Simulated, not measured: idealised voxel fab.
The following process module bears the name voxel lift off.
We display cut, a cross-section 250 nm in width whose square cells are each 5 nm.
For the purposes of this document, a cross-section shall be understood as a grid of square cells, specified as bands listed in top-to-bottom order, each band consisting of one or more rows of cells. The entry gives the band's vertical extent as a top height and a bottom height in nm, then its horizontal make-up as materials from left to right, each with a width in nm. "blank" stands for empty space; a single material marked "everywhere" fills the band edge to edge. Beneath 0, the wafer as received is one material, and that level is where height counting begins. The lowest band goes on downward without a bottom; it is written like "0 down". The two numbers in a width such as "30->40" mark its ends across the band: the first belongs to the top row of cells, the second to the bottom row, and from each row to the next the width moves by the same amount. Step marked "nothing got changed"? Then no cell in the cross-section changed in it. Each empty space that has no open way to the top and spans at least 8 cells appears under "Sealed void listing" as width x height at distance, the distance counted from the left edge, all in nm. Step line, after settings: the simulator's comment on this step. Steps that use a mask can have "overlay nm" on their line. It says how far the mask sat to the right of where it was meant to be. Negative means to the left.

These are the steps we planned for the process
1,RECEIVE [material Si]
2,CONFORMAL_DEP [material Al2O3] [thk nm 10]
3,PATTERN [tone open] [mask id LINES] [material resist] [width nm 15] [pitch nm 35] [thk nm 20] [overlay nm 0]
4,DIRECTIONAL_DEP [material Ru] [thk nm 10]
5,STRIP [etch materials resist]
6,CONFORMAL_DEP [material SiN] [thk nm 5]

Shown in cross-section is the wafer as received, that is, as it stands after step 1
  0 down: Si everywhere
  Sealed void listing: none

Cross-section at module end, one run error; start and plan unchanged from above
  35 to 25: blank (85)  SiN (80)  blank (85)
  25 to 20: SiN everywhere
  20 to 10: SiN (100)  Ru (15)  SiN (20)  Ru (15)  SiN (100)
  10 to 0: Al2O3 everywhere
  0 down: Si everywhere
  Sealed void listing: none
Deviation from plan: step 6 was run on a setting that differed from the plan, and what really ran there is CONFORMAL_DEP [material SiN] [thk nm 15]
